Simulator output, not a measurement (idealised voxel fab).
The document below concerns the process module designated voxel wiring stack.
Section shown: cut. Width: 210 nm. Cell size: 5 nm, square.
Square cells in a grid make up a cross-section in this document, and the grid is given as bands, listed from the top down, each one or more rows of cells. Band: top and bottom heights (nm) first, top before bottom; then materials from left to right, widths in nm. "edge to edge" marks a sole material filling the band edge to edge. "empty" denotes empty space. For the purposes of this specification, 0 denotes the height below which the wafer in its as-received condition is composed wholly of one material, and the lowermost band, lacking a lower limit, extends downward without end, as expressed in "0 nm and below". You'd read "30..40" like this: the band's top row of cells is as wide as the first number, its bottom row is as wide as the second, and going down, every row changes width by the same amount as the row before did. For the purposes of this document, the phrase "nothing was modified" attached to a step denotes that no cell within the cross-section was modified by that step. Heads up: "Unvented internal voids" only lists the empty pockets with no open path to the top that are 8 cells or more, and it writes them as width x height at distance, distance from the left edge, in nm. Read whatever lies past the settings on a step's line as the simulator's own remark about the step. overlay nm: mask right of planned place by this much (step with mask). Neg. = left. If you're wondering how to read the rest of this, here's the deal. It's pairs of cross-sections: one from before a process step, one from after it. The after one is only drawn as far down as the lowest band that changed. Right under each pair you'll see which step sits between them and what its settings were. Don't read the pairs as one continuous story, though. They can come from different runs of this module on the same starting wafer, and a pair only carries on from the one above it where its entry headed "Pre-step view" says so.

Pre-step view
	0 nm and below: Si edge to edge
	Unvented internal voids: none

As Processed
	10 nm to 0 nm: SiO2 edge to edge
	Below 0 it's all the same as before, nothing changed down there.
	Unvented internal voids: none
The two cross-sections above bracket this step: CONFORMAL_DEP [material SiO2] [thk nm 10]

Pre-step view: = after-state of the pair above.

As Processed
	15 nm to 10 nm: SiN edge to edge
	Below 10 it's all the same as before, nothing changed down there.
	Unvented internal voids: none
The two cross-sections above bracket this step: CONFORMAL_DEP [material SiN] [thk nm 5]

Pre-step view: = after-state of the pair above.

As Processed
	40 nm to 15 nm: SiO2 edge to edge
	Below 15 it's all the same as before, nothing changed down there.
	Unvented internal voids: none
The two cross-sections above bracket this step: DIRECTIONAL_DEP [material SiO2] [thk nm 25]

Pre-step view: = after-state of the pair above.

As Processed
	50 nm to 40 nm: aC edge to edge
	Below 40 it's all the same as before, nothing changed down there.
	Unvented internal voids: none
The two cross-sections above bracket this step: DIRECTIONAL_DEP [material aC] [thk nm 10]

Pre-step view: = after-state of the pair above.

As Processed
	80 nm to 50 nm: 15 resist  25 empty  25 resist  25 empty  25 resist  25 empty  25 resist  25 empty  20 resist
	Below 50 it's all the same as before, nothing changed down there.
	Unvented internal voids: none
The two cross-sections above bracket this step: PATTERN [tone open] [mask id METAL_1] [material resist] [width nm 25] [pitch nm 50] [thk nm 30] [overlay nm 0]

Pre-step view: = after-state of the pair above.

As Processed
	70 nm to 50 nm: 15 resist  25 empty  25 resist  25 empty  25 resist  25 empty  25 resist  25 empty  20 resist
	50 nm to 40 nm: 15 aC  25 empty  25 aC  25 empty  25 aC  25 empty  25 aC  25 empty  20 aC
	Below 40 it's all the same as before, nothing changed down there.
	Unvented internal voids: none
The two cross-sections above bracket this step: DIRECTIONAL_ETCH [etch materials aC] [depth nm 10]

Pre-step view: = after-state of the pair above.

As Processed
	50 nm to 40 nm: 15 aC  25 empty  25 aC  25 empty  25 aC  25 empty  25 aC  25 empty  20 aC
	Below 40 it's all the same as before, nothing changed down there.
	Unvented internal voids: none
The two cross-sections above bracket this step: STRIP [etch materials resist]

Pre-step view: = after-state of the pair above.

As Processed
	50 nm to 40 nm: 15 aC  25 empty  25 aC  25 empty  25 aC  25 empty  25 aC  25 empty  20 aC
	40 nm to 15 nm: 15 SiO2  25 empty  25 SiO2  25 empty  25 SiO2  25 empty  25 SiO2  25 empty  20 SiO2
	Below 15 it's all the same as before, nothing changed down there.
	Unvented internal voids: none
The two cross-sections above bracket this step: DIRECTIONAL_ETCH [etch materials SiO2] [depth nm 25]

Pre-step view: = after-state of the pair above.

As Processed
	50 nm to 40 nm: 15 aC  25 empty  25 aC  25 empty  25 aC  25 empty  25 aC  25 empty  20 aC
	40 nm to 15 nm: 15 SiO2  25 empty  25 SiO2  25 empty  25 SiO2  25 empty  25 SiO2  25 empty  20 SiO2
	15 nm to 10 nm: 15 SiN  25 empty  25 SiN  25 empty  25 SiN  25 empty  25 SiN  25 empty  20 SiN
	Below 10 it's all the same as before, nothing changed down there.
	Unvented internal voids: none
The two cross-sections above bracket this step: DIRECTIONAL_ETCH [etch materials SiN] [depth nm 5]

Pre-step view: = after-state of the pair above.

As Processed
	40 nm to 15 nm: 15 SiO2  25 empty  25 SiO2  25 empty  25 SiO2  25 empty  25 SiO2  25 empty  20 SiO2
	Below 15 it's all the same as before, nothing changed down there.
	Unvented internal voids: none
The two cross-sections above bracket this step: STRIP [etch materials aC]

Pre-step view: = after-state of the pair above.

As Processed
	45 nm to 40 nm: 20 TiN  15 empty  35 TiN  15 empty  35 TiN  15 empty  35 TiN  15 empty  25 TiN
	40 nm to 15 nm: 15 SiO2  5 TiN  15 empty  5 TiN  25 SiO2  5 TiN  15 empty  5 TiN  25 SiO2  5 TiN  15 empty  5 TiN  25 SiO2  5 TiN  15 empty  5 TiN  20 SiO2
	15 nm to 10 nm: 15 SiN  25 TiN  25 SiN  25 TiN  25 SiN  25 TiN  25 SiN  25 TiN  20 SiN
	Below 10 it's all the same as before, nothing changed down there.
	Unvented internal voids: none
The two cross-sections above bracket this step: CONFORMAL_DEP [material TiN] [thk nm 5]

Pre-step view: = after-state of the pair above.

As Processed
	50 nm to 45 nm: Cu edge to edge
	45 nm to 40 nm: 20 TiN  15 Cu  35 TiN  15 Cu  35 TiN  15 Cu  35 TiN  15 Cu  25 TiN
	40 nm to 15 nm: 15 SiO2  5 TiN  15 Cu  5 TiN  25 SiO2  5 TiN  15 Cu  5 TiN  25 SiO2  5 TiN  15 Cu  5 TiN  25 SiO2  5 TiN  15 Cu  5 TiN  20 SiO2
	Below 15 it's all the same as before, nothing changed down there.
	Unvented internal voids: none
The two cross-sections above bracket this step: FILL_DEP [material Cu] [thk nm 5]

Pre-step view: = after-state of the pair above.

As Processed
	40 nm to 15 nm: 15 SiO2  5 TiN  15 Cu  5 TiN  25 SiO2  5 TiN  15 Cu  5 TiN  25 SiO2  5 TiN  15 Cu  5 TiN  25 SiO2  5 TiN  15 Cu  5 TiN  20 SiO2
	Below 15 it's all the same as before, nothing changed down there.
	Unvented internal voids: none
The two cross-sections above bracket this step: CMP [height nm 40]

Pre-step view: = after-state of the pair above.

As Processed
	45 nm to 40 nm: SiCN edge to edge
	Below 40 it's all the same as before, nothing changed down there.
	Unvented internal voids: none
The two cross-sections above bracket this step: CONFORMAL_DEP [material SiCN] [thk nm 5]

Pre-step view: = after-state of the pair above.

As Processed
	70 nm to 45 nm: SiO2 edge to edge
	Below 45 it's all the same as before, nothing changed down there.
	Unvented internal voids: none
The two cross-sections above bracket this step: DIRECTIONAL_DEP [material SiO2] [thk nm 25]

Pre-step view: = after-state of the pair above.

As Processed
	70 nm to 45 nm: 15 SiO2  15 empty  35 SiO2  15 empty  35 SiO2  15 empty  35 SiO2  15 empty  30 SiO2
	Below 45 it's all the same as before, nothing changed down there.
	Unvented internal voids: none
The two cross-sections above bracket this step: MASKED_ETCH [tone open] [mask id METAL_2_HOLES] [width nm 15] [pitch nm 50] [etch materials SiO2] [depth nm 25] [overlay nm 0]

Pre-step view: = after-state of the pair above.

As Processed
	70 nm to 55 nm: 15 SiO2  25 empty  25 SiO2  25 empty  25 SiO2  25 empty  25 SiO2  25 empty  20 SiO2
	Below 55 it's all the same as before, nothing changed down there.
	Unvented internal voids: none
The two cross-sections above bracket this step: MASKED_ETCH [tone open] [mask id METAL_2] [width nm 25] [pitch nm 50] [etch materials SiO2] [depth nm 15] [overlay nm 0]

Pre-step view: = after-state of the pair above.

As Processed
	70 nm to 55 nm: 15 SiO2  25 empty  25 SiO2  25 empty  25 SiO2  25 empty  25 SiO2  25 empty  20 SiO2
	55 nm to 45 nm: 15 SiO2  15 empty  35 SiO2  15 empty  35 SiO2  15 empty  35 SiO2  15 empty  30 SiO2
	45 nm to 40 nm: 15 SiCN  15 empty  35 SiCN  15 empty  35 SiCN  15 empty  35 SiCN  15 empty  30 SiCN
	Below 40 it's all the same as before, nothing changed down there.
	Unvented internal voids: none
The two cross-sections above bracket this step: MASKED_ETCH [tone open] [mask id METAL_2] [width nm 25] [pitch nm 50] [etch materials SiCN] [depth nm 5] [overlay nm 0]

Pre-step view: = after-state of the pair above.

As Processed
	75 nm to 70 nm: 20 TiN  15 empty  35 TiN  15 empty  35 TiN  15 empty  35 TiN  15 empty  25 TiN
	70 nm to 60 nm: 15 SiO2  5 TiN  15 empty  5 TiN  25 SiO2  5 TiN  15 empty  5 TiN  25 SiO2  5 TiN  15 empty  5 TiN  25 SiO2  5 TiN  15 empty  5 TiN  20 SiO2
	60 nm to 55 nm: 15 SiO2  5 TiN  5 empty  15 TiN  25 SiO2  5 TiN  5 empty  15 TiN  25 SiO2  5 TiN  5 empty  15 TiN  25 SiO2  5 TiN  5 empty  15 TiN  20 SiO2
	55 nm to 45 nm: 15 SiO2  5 TiN  5 empty  5 TiN  35 SiO2  5 TiN  5 empty  5 TiN  35 SiO2  5 TiN  5 empty  5 TiN  35 SiO2  5 TiN  5 empty  5 TiN  30 SiO2
	45 nm to 40 nm: 15 SiCN  15 TiN  35 SiCN  15 TiN  35 SiCN  15 TiN  35 SiCN  15 TiN  30 SiCN
	Below 40 it's all the same as before, nothing changed down there.
	Unvented internal voids: none
The two cross-sections above bracket this step: CONFORMAL_DEP [material TiN] [thk nm 5]

Pre-step view: = after-state of the pair above.

As Processed
	85 nm to 75 nm: Cu edge to edge
	75 nm to 70 nm: 20 TiN  15 Cu  35 TiN  15 Cu  35 TiN  15 Cu  35 TiN  15 Cu  25 TiN
	70 nm to 60 nm: 15 SiO2  5 TiN  15 Cu  5 TiN  25 SiO2  5 TiN  15 Cu  5 TiN  25 SiO2  5 TiN  15 Cu  5 TiN  25 SiO2  5 TiN  15 Cu  5 TiN  20 SiO2
	60 nm to 55 nm: 15 SiO2  5 TiN  5 Cu  15 TiN  25 SiO2  5 TiN  5 Cu  15 TiN  25 SiO2  5 TiN  5 Cu  15 TiN  25 SiO2  5 TiN  5 Cu  15 TiN  20 SiO2
	55 nm to 45 nm: 15 SiO2  5 TiN  5 Cu  5 TiN  35 SiO2  5 TiN  5 Cu  5 TiN  35 SiO2  5 TiN  5 Cu  5 TiN  35 SiO2  5 TiN  5 Cu  5 TiN  30 SiO2
	Below 45 it's all the same as before, nothing changed down there.
	Unvented internal voids: none
The two cross-sections above bracket this step: FILL_DEP [material Cu] [thk nm 10]

Pre-step view: = after-state of the pair above.

As Processed
	70 nm to 60 nm: 15 SiO2  5 TiN  15 Cu  5 TiN  25 SiO2  5 TiN  15 Cu  5 TiN  25 SiO2  5 TiN  15 Cu  5 TiN  25 SiO2  5 TiN  15 Cu  5 TiN  20 SiO2
	Below 60 it's all the same as before, nothing changed down there.
	Unvented internal voids: none
The two cross-sections above bracket this step: CMP [height nm 70]

Pre-step view: = after-state of the pair above.

As Processed
	75 nm to 70 nm: SiCN edge to edge
	Below 70 it's all the same as before, nothing changed down there.
	Unvented internal voids: none
The two cross-sections above bracket this step: CONFORMAL_DEP [material SiCN] [thk nm 5]

Pre-step view: = after-state of the pair above.

As Processed
	110 nm to 75 nm: lowk edge to edge
	Below 75 it's all the same as before, nothing changed down there.
	Unvented internal voids: none
The two cross-sections above bracket this step: DIRECTIONAL_DEP [material lowk] [thk nm 35]

Pre-step view: = after-state of the pair above.

As Processed
	125 nm to 110 nm: 15 resist  25 empty  25 resist  25 empty  25 resist  25 empty  25 resist  25 empty  20 resist
	Below 110 it's all the same as before, nothing changed down there.
	Unvented internal voids: none
The two cross-sections above bracket this step: PATTERN [tone open] [mask id METAL_3] [material resist] [width nm 25] [pitch nm 50] [thk nm 15] [overlay nm 0]

Pre-step view: = after-state of the pair above.

As Processed
	125 nm to 110 nm: 15 resist  25 empty  25 resist  25 empty  25 resist  25 empty  25 resist  25 empty  20 resist
	110 nm to 90 nm: 15 lowk  25 empty  25 lowk  25 empty  25 lowk  25 empty  25 lowk  25 empty  20 lowk
	Below 90 it's all the same as before, nothing changed down there.
	Unvented internal voids: none
The two cross-sections above bracket this step: DIRECTIONAL_ETCH [etch materials lowk] [depth nm 20]

Pre-step view: = after-state of the pair above.

As Processed
	110 nm to 90 nm: 15 lowk  25 empty  25 lowk  25 empty  25 lowk  25 empty  25 lowk  25 empty  20 lowk
	Below 90 it's all the same as before, nothing changed down there.
	Unvented internal voids: none
The two cross-sections above bracket this step: STRIP [etch materials resist]

Pre-step view: = after-state of the pair above.

As Processed
	125 nm to 110 nm: 15 aC  25 empty  25 aC  25 empty  25 aC  25 empty  25 aC  25 empty  20 aC
	110 nm to 105 nm: 15 lowk  25 empty  25 lowk  25 empty  25 lowk  25 empty  25 lowk  25 empty  20 lowk
	105 nm to 90 nm: 15 lowk  25 aC  25 lowk  25 aC  25 lowk  25 aC  25 lowk  25 aC  20 lowk
	Below 90 it's all the same as before, nothing changed down there.
	Unvented internal voids: none
The two cross-sections above bracket this step: DIRECTIONAL_DEP [material aC] [thk nm 15]

Pre-step view: = after-state of the pair above.

As Processed
	160 nm to 125 nm: 15 resist  15 empty  35 resist  15 empty  35 resist  15 empty  35 resist  15 empty  30 resist
	125 nm to 110 nm: 15 aC  15 empty  10 resist  25 aC  15 empty  10 resist  25 aC  15 empty  10 resist  25 aC  15 empty  10 resist  20 aC
	110 nm to 105 nm: 15 lowk  15 empty  10 resist  25 lowk  15 empty  10 resist  25 lowk  15 empty  10 resist  25 lowk  15 empty  10 resist  20 lowk
	Below 105 it's all the same as before, nothing changed down there.
	Unvented internal voids: none
The two cross-sections above bracket this step: PATTERN [tone open] [mask id METAL_3_HOLES] [material resist] [width nm 15] [pitch nm 50] [thk nm 35] [overlay nm 0]

Pre-step view: = after-state of the pair above.

As Processed
	145 nm to 125 nm: 15 resist  15 empty  35 resist  15 empty  35 resist  15 empty  35 resist  15 empty  30 resist
	125 nm to 110 nm: 15 aC  15 empty  10 resist  25 aC  15 empty  10 resist  25 aC  15 empty  10 resist  25 aC  15 empty  10 resist  20 aC
	110 nm to 105 nm: 15 lowk  15 empty  10 resist  25 lowk  15 empty  10 resist  25 lowk  15 empty  10 resist  25 lowk  15 empty  10 resist  20 lowk
	105 nm to 90 nm: 15 lowk  15 empty  10 aC  25 lowk  15 empty  10 aC  25 lowk  15 empty  10 aC  25 lowk  15 empty  10 aC  20 lowk
	Below 90 it's all the same as before, nothing changed down there.
	Unvented internal voids: none
The two cross-sections above bracket this step: DIRECTIONAL_ETCH [etch materials aC] [depth nm 15]

Pre-step view: = after-state of the pair above.

As Processed
	125 nm to 110 nm: 15 aC  25 empty  25 aC  25 empty  25 aC  25 empty  25 aC  25 empty  20 aC
	110 nm to 105 nm: 15 lowk  25 empty  25 lowk  25 empty  25 lowk  25 empty  25 lowk  25 empty  20 lowk
	Below 105 it's all the same as before, nothing changed down there.
	Unvented internal voids: none
The two cross-sections above bracket this step: STRIP [etch materials resist]

Pre-step view: = after-state of the pair above.

As Processed
	125 nm to 110 nm: 15 aC  25 empty  25 aC  25 empty  25 aC  25 empty  25 aC  25 empty  20 aC
	110 nm to 105 nm: 15 lowk  25 empty  25 lowk  25 empty  25 lowk  25 empty  25 lowk  25 empty  20 lowk
	105 nm to 90 nm: 15 lowk  15 empty  10 aC  25 lowk  15 empty  10 aC  25 lowk  15 empty  10 aC  25 lowk  15 empty  10 aC  20 lowk
	90 nm to 75 nm: 15 lowk  15 empty  35 lowk  15 empty  35 lowk  15 empty  35 lowk  15 empty  30 lowk
	Below 75 it's all the same as before, nothing changed down there.
	Unvented internal voids: none
The two cross-sections above bracket this step: DIRECTIONAL_ETCH [etch materials lowk] [depth nm 15]

Pre-step view: = after-state of the pair above.

As Processed
	125 nm to 110 nm: 15 aC  25 empty  25 aC  25 empty  25 aC  25 empty  25 aC  25 empty  20 aC
	110 nm to 105 nm: 15 lowk  25 empty  25 lowk  25 empty  25 lowk  25 empty  25 lowk  25 empty  20 lowk
	105 nm to 90 nm: 15 lowk  15 empty  10 aC  25 lowk  15 empty  10 aC  25 lowk  15 empty  10 aC  25 lowk  15 empty  10 aC  20 lowk
	90 nm to 75 nm: 15 lowk  15 empty  35 lowk  15 empty  35 lowk  15 empty  35 lowk  15 empty  30 lowk
	75 nm to 70 nm: 15 SiCN  15 empty  35 SiCN  15 empty  35 SiCN  15 empty  35 SiCN  15 empty  30 SiCN
	Below 70 it's all the same as before, nothing changed down there.
	Unvented internal voids: none
The two cross-sections above bracket this step: DIRECTIONAL_ETCH [etch materials SiCN] [depth nm 5]

Pre-step view: = after-state of the pair above.

As Processed
	110 nm to 90 nm: 15 lowk  25 empty  25 lowk  25 empty  25 lowk  25 empty  25 lowk  25 empty  20 lowk
	Below 90 it's all the same as before, nothing changed down there.
	Unvented internal voids: none
The two cross-sections above bracket this step: STRIP [etch materials aC]

Pre-step view: = after-state of the pair above.

As Processed
	115 nm to 110 nm: 20 TiN  15 empty  35 TiN  15 empty  35 TiN  15 empty  35 TiN  15 empty  25 TiN
	110 nm to 95 nm: 15 lowk  5 TiN  15 empty  5 TiN  25 lowk  5 TiN  15 empty  5 TiN  25 lowk  5 TiN  15 empty  5 TiN  25 lowk  5 TiN  15 empty  5 TiN  20 lowk
	95 nm to 90 nm: 15 lowk  5 TiN  5 empty  15 TiN  25 lowk  5 TiN  5 empty  15 TiN  25 lowk  5 TiN  5 empty  15 TiN  25 lowk  5 TiN  5 empty  15 TiN  20 lowk
	90 nm to 75 nm: 15 lowk  5 TiN  5 empty  5 TiN  35 lowk  5 TiN  5 empty  5 TiN  35 lowk  5 TiN  5 empty  5 TiN  35 lowk  5 TiN  5 empty  5 TiN  30 lowk
	75 nm to 70 nm: 15 SiCN  15 TiN  35 SiCN  15 TiN  35 SiCN  15 TiN  35 SiCN  15 TiN  30 SiCN
	Below 70 it's all the same as before, nothing changed down there.
	Unvented internal voids: none
The two cross-sections above bracket this step: CONFORMAL_DEP [material TiN] [thk nm 5]

Pre-step view: = after-state of the pair above.

As Processed
	120 nm to 115 nm: Cu edge to edge
	115 nm to 110 nm: 20 TiN  15 Cu  35 TiN  15 Cu  35 TiN  15 Cu  35 TiN  15 Cu  25 TiN
	110 nm to 95 nm: 15 lowk  5 TiN  15 Cu  5 TiN  25 lowk  5 TiN  15 Cu  5 TiN  25 lowk  5 TiN  15 Cu  5 TiN  25 lowk  5 TiN  15 Cu  5 TiN  20 lowk
	95 nm to 90 nm: 15 lowk  5 TiN  5 Cu  15 TiN  25 lowk  5 TiN  5 Cu  15 TiN  25 lowk  5 TiN  5 Cu  15 TiN  25 lowk  5 TiN  5 Cu  15 TiN  20 lowk
	90 nm to 75 nm: 15 lowk  5 TiN  5 Cu  5 TiN  35 lowk  5 TiN  5 Cu  5 TiN  35 lowk  5 TiN  5 Cu  5 TiN  35 lowk  5 TiN  5 Cu  5 TiN  30 lowk
	Below 75 it's all the same as before, nothing changed down there.
	Unvented internal voids: none
The two cross-sections above bracket this step: FILL_DEP [material Cu] [thk nm 5]

Pre-step view: = after-state of the pair above.

As Processed
	110 nm to 95 nm: 15 lowk  5 TiN  15 Cu  5 TiN  25 lowk  5 TiN  15 Cu  5 TiN  25 lowk  5 TiN  15 Cu  5 TiN  25 lowk  5 TiN  15 Cu  5 TiN  20 lowk
	Below 95 it's all the same as before, nothing changed down there.
	Unvented internal voids: none
The two cross-sections above bracket this step: CMP [height nm 110]

Pre-step view: = after-state of the pair above.

As Processed
	115 nm to 110 nm: SiN edge to edge
	Below 110 it's all the same as before, nothing changed down there.
	Unvented internal voids: none
The two cross-sections above bracket this step: CONFORMAL_DEP [material SiN] [thk nm 5]

Pre-step view
	0 nm and below: Si edge to edge
	Unvented internal voids: none

As Processed
	5 nm to 0 nm: SiN edge to edge
	Below 0 it's all the same as before, nothing changed down there.
	Unvented internal voids: none
The two cross-sections above bracket this step: CONFORMAL_DEP [material SiN] [thk nm 5]

Pre-step view: = after-state of the pair above.

As Processed
	30 nm to 5 nm: SiO2 edge to edge
	Below 5 it's all the same as before, nothing changed down there.
	Unvented internal voids: none
The two cross-sections above bracket this step: DIRECTIONAL_DEP [material SiO2] [thk nm 25]

Pre-step view: = after-state of the pair above.

As Processed
	40 nm to 30 nm: aC edge to edge
	Below 30 it's all the same as before, nothing changed down there.
	Unvented internal voids: none
The two cross-sections above bracket this step: DIRECTIONAL_DEP [material aC] [thk nm 10]

Pre-step view: = after-state of the pair above.

As Processed
	70 nm to 40 nm: 15 resist  25 empty  25 resist  25 empty  25 resist  25 empty  25 resist  25 empty  20 resist
	Below 40 it's all the same as before, nothing changed down there.
	Unvented internal voids: none
The two cross-sections above bracket this step: PATTERN [tone open] [mask id METAL_1] [material resist] [width nm 25] [pitch nm 50] [thk nm 30] [overlay nm 0]

Pre-step view: = after-state of the pair above.

As Processed
	60 nm to 40 nm: 15 resist  25 empty  25 resist  25 empty  25 resist  25 empty  25 resist  25 empty  20 resist
	40 nm to 30 nm: 15 aC  25 empty  25 aC  25 empty  25 aC  25 empty  25 aC  25 empty  20 aC
	Below 30 it's all the same as before, nothing changed down there.
	Unvented internal voids: none
The two cross-sections above bracket this step: DIRECTIONAL_ETCH [etch materials aC] [depth nm 10]

Pre-step view: = after-state of the pair above.

As Processed
	40 nm to 30 nm: 15 aC  25 empty  25 aC  25 empty  25 aC  25 empty  25 aC  25 empty  20 aC
	Below 30 it's all the same as before, nothing changed down there.
	Unvented internal voids: none
The two cross-sections above bracket this step: STRIP [etch materials resist]

Pre-step view: = after-state of the pair above.

As Processed
	40 nm to 30 nm: 15 aC  25 empty  25 aC  25 empty  25 aC  25 empty  25 aC  25 empty  20 aC
	30 nm to 5 nm: 15 SiO2  25 empty  25 SiO2  25 empty  25 SiO2  25 empty  25 SiO2  25 empty  20 SiO2
	Below 5 it's all the same as before, nothing changed down there.
	Unvented internal voids: none
The two cross-sections above bracket this step: DIRECTIONAL_ETCH [etch materials SiO2] [depth nm 25]

Pre-step view: = after-state of the pair above.

As Processed
	40 nm to 30 nm: 15 aC  25 empty  25 aC  25 empty  25 aC  25 empty  25 aC  25 empty  20 aC
	30 nm to 5 nm: 15 SiO2  25 empty  25 SiO2  25 empty  25 SiO2  25 empty  25 SiO2  25 empty  20 SiO2
	5 nm to 0 nm: 15 SiN  25 empty  25 SiN  25 empty  25 SiN  25 empty  25 SiN  25 empty  20 SiN
	Below 0 it's all the same as before, nothing changed down there.
	Unvented internal voids: none
The two cross-sections above bracket this step: DIRECTIONAL_ETCH [etch materials SiN] [depth nm 5]

Pre-step view: = after-state of the pair above.

As Processed
	30 nm to 5 nm: 15 SiO2  25 empty  25 SiO2  25 empty  25 SiO2  25 empty  25 SiO2  25 empty  20 SiO2
	Below 5 it's all the same as before, nothing changed down there.
	Unvented internal voids: none
The two cross-sections above bracket this step: STRIP [etch materials aC]

Pre-step view: = after-state of the pair above.

As Processed
	35 nm to 30 nm: 20 TiN  15 empty  35 TiN  15 empty  35 TiN  15 empty  35 TiN  15 empty  25 TiN
	30 nm to 5 nm: 15 SiO2  5 TiN  15 empty  5 TiN  25 SiO2  5 TiN  15 empty  5 TiN  25 SiO2  5 TiN  15 empty  5 TiN  25 SiO2  5 TiN  15 empty  5 TiN  20 SiO2
	5 nm to 0 nm: 15 SiN  25 TiN  25 SiN  25 TiN  25 SiN  25 TiN  25 SiN  25 TiN  20 SiN
	Below 0 it's all the same as before, nothing changed down there.
	Unvented internal voids: none
The two cross-sections above bracket this step: CONFORMAL_DEP [material TiN] [thk nm 5]

Pre-step view: = after-state of the pair above.

As Processed
	40 nm to 35 nm: Cu edge to edge
	35 nm to 30 nm: 20 TiN  15 Cu  35 TiN  15 Cu  35 TiN  15 Cu  35 TiN  15 Cu  25 TiN
	30 nm to 5 nm: 15 SiO2  5 TiN  15 Cu  5 TiN  25 SiO2  5 TiN  15 Cu  5 TiN  25 SiO2  5 TiN  15 Cu  5 TiN  25 SiO2  5 TiN  15 Cu  5 TiN  20 SiO2
	Below 5 it's all the same as before, nothing changed down there.
	Unvented internal voids: none
The two cross-sections above bracket this step: FILL_DEP [material Cu] [thk nm 5]

Pre-step view: = after-state of the pair above.

As Processed
	45 nm to 40 nm: SiCN edge to edge
	Below 40 it's all the same as before, nothing changed down there.
	Unvented internal voids: none
The two cross-sections above bracket this step: CONFORMAL_DEP [material SiCN] [thk nm 5]

Pre-step view: = after-state of the pair above.

As Processed
	70 nm to 45 nm: SiO2 edge to edge
	Below 45 it's all the same as before, nothing changed down there.
	Unvented internal voids: none
The two cross-sections above bracket this step: DIRECTIONAL_DEP [material SiO2] [thk nm 25]

Pre-step view: = after-state of the pair above.

As Processed
	70 nm to 45 nm: 15 SiO2  15 empty  35 SiO2  15 empty  35 SiO2  15 empty  35 SiO2  15 empty  30 SiO2
	Below 45 it's all the same as before, nothing changed down there.
	Unvented internal voids: none
The two cross-sections above bracket this step: MASKED_ETCH [tone open] [mask id METAL_2_HOLES] [width nm 15] [pitch nm 50] [etch materials SiO2] [depth nm 25] [overlay nm 0]

Pre-step view: = after-state of the pair above.

As Processed
	70 nm to 55 nm: 15 SiO2  25 empty  25 SiO2  25 empty  25 SiO2  25 empty  25 SiO2  25 empty  20 SiO2
	Below 55 it's all the same as before, nothing changed down there.
	Unvented internal voids: none
The two cross-sections above bracket this step: MASKED_ETCH [tone open] [mask id METAL_2] [width nm 25] [pitch nm 50] [etch materials SiO2] [depth nm 15] [overlay nm 0]

Pre-step view: = after-state of the pair above.

As Processed
	70 nm to 55 nm: 15 SiO2  25 empty  25 SiO2  25 empty  25 SiO2  25 empty  25 SiO2  25 empty  20 SiO2
	55 nm to 45 nm: 15 SiO2  15 empty  35 SiO2  15 empty  35 SiO2  15 empty  35 SiO2  15 empty  30 SiO2
	45 nm to 40 nm: 15 SiCN  15 empty  35 SiCN  15 empty  35 SiCN  15 empty  35 SiCN  15 empty  30 SiCN
	Below 40 it's all the same as before, nothing changed down there.
	Unvented internal voids: none
The two cross-sections above bracket this step: MASKED_ETCH [tone open] [mask id METAL_2] [width nm 25] [pitch nm 50] [etch materials SiCN] [depth nm 5] [overlay nm 0]

Pre-step view: = after-state of the pair above.

As Processed
	75 nm to 70 nm: 20 TiN  15 empty  35 TiN  15 empty  35 TiN  15 empty  35 TiN  15 empty  25 TiN
	70 nm to 60 nm: 15 SiO2  5 TiN  15 empty  5 TiN  25 SiO2  5 TiN  15 empty  5 TiN  25 SiO2  5 TiN  15 empty  5 TiN  25 SiO2  5 TiN  15 empty  5 TiN  20 SiO2
	60 nm to 55 nm: 15 SiO2  5 TiN  5 empty  15 TiN  25 SiO2  5 TiN  5 empty  15 TiN  25 SiO2  5 TiN  5 empty  15 TiN  25 SiO2  5 TiN  5 empty  15 TiN  20 SiO2
	55 nm to 45 nm: 15 SiO2  5 TiN  5 empty  5 TiN  35 SiO2  5 TiN  5 empty  5 TiN  35 SiO2  5 TiN  5 empty  5 TiN  35 SiO2  5 TiN  5 empty  5 TiN  30 SiO2
	45 nm to 40 nm: 15 SiCN  15 TiN  35 SiCN  15 TiN  35 SiCN  15 TiN  35 SiCN  15 TiN  30 SiCN
	Below 40 it's all the same as before, nothing changed down there.
	Unvented internal voids: none
The two cross-sections above bracket this step: CONFORMAL_DEP [material TiN] [thk nm 5]

Pre-step view: = after-state of the pair above.

As Processed
	85 nm to 75 nm: Cu edge to edge
	75 nm to 70 nm: 20 TiN  15 Cu  35 TiN  15 Cu  35 TiN  15 Cu  35 TiN  15 Cu  25 TiN
	70 nm to 60 nm: 15 SiO2  5 TiN  15 Cu  5 TiN  25 SiO2  5 TiN  15 Cu  5 TiN  25 SiO2  5 TiN  15 Cu  5 TiN  25 SiO2  5 TiN  15 Cu  5 TiN  20 SiO2
	60 nm to 55 nm: 15 SiO2  5 TiN  5 Cu  15 TiN  25 SiO2  5 TiN  5 Cu  15 TiN  25 SiO2  5 TiN  5 Cu  15 TiN  25 SiO2  5 TiN  5 Cu  15 TiN  20 SiO2
	55 nm to 45 nm: 15 SiO2  5 TiN  5 Cu  5 TiN  35 SiO2  5 TiN  5 Cu  5 TiN  35 SiO2  5 TiN  5 Cu  5 TiN  35 SiO2  5 TiN  5 Cu  5 TiN  30 SiO2
	Below 45 it's all the same as before, nothing changed down there.
	Unvented internal voids: none
The two cross-sections above bracket this step: FILL_DEP [material Cu] [thk nm 10]

Pre-step view: = after-state of the pair above.

As Processed
	70 nm to 60 nm: 15 SiO2  5 TiN  15 Cu  5 TiN  25 SiO2  5 TiN  15 Cu  5 TiN  25 SiO2  5 TiN  15 Cu  5 TiN  25 SiO2  5 TiN  15 Cu  5 TiN  20 SiO2
	Below 60 it's all the same as before, nothing changed down there.
	Unvented internal voids: none
The two cross-sections above bracket this step: CMP [height nm 70]

Pre-step view: = after-state of the pair above.

As Processed
	75 nm to 70 nm: SiCN edge to edge
	Below 70 it's all the same as before, nothing changed down there.
	Unvented internal voids: none
The two cross-sections above bracket this step: CONFORMAL_DEP [material SiCN] [thk nm 5]

Pre-step view: = after-state of the pair above.

As Processed
	110 nm to 75 nm: lowk edge to edge
	Below 75 it's all the same as before, nothing changed down there.
	Unvented internal voids: none
The two cross-sections above bracket this step: DIRECTIONAL_DEP [material lowk] [thk nm 35]

Pre-step view: = after-state of the pair above.

As Processed
	125 nm to 110 nm: 15 resist  25 empty  25 resist  25 empty  25 resist  25 empty  25 resist  25 empty  20 resist
	Below 110 it's all the same as before, nothing changed down there.
	Unvented internal voids: none
The two cross-sections above bracket this step: PATTERN [tone open] [mask id METAL_3] [material resist] [width nm 25] [pitch nm 50] [thk nm 15] [overlay nm 0]

Pre-step view: = after-state of the pair above.

As Processed
	125 nm to 110 nm: 15 resist  25 empty  25 resist  25 empty  25 resist  25 empty  25 resist  25 empty  20 resist
	110 nm to 90 nm: 15 lowk  25 empty  25 lowk  25 empty  25 lowk  25 empty  25 lowk  25 empty  20 lowk
	Below 90 it's all the same as before, nothing changed down there.
	Unvented internal voids: none
The two cross-sections above bracket this step: DIRECTIONAL_ETCH [etch materials lowk] [depth nm 20]
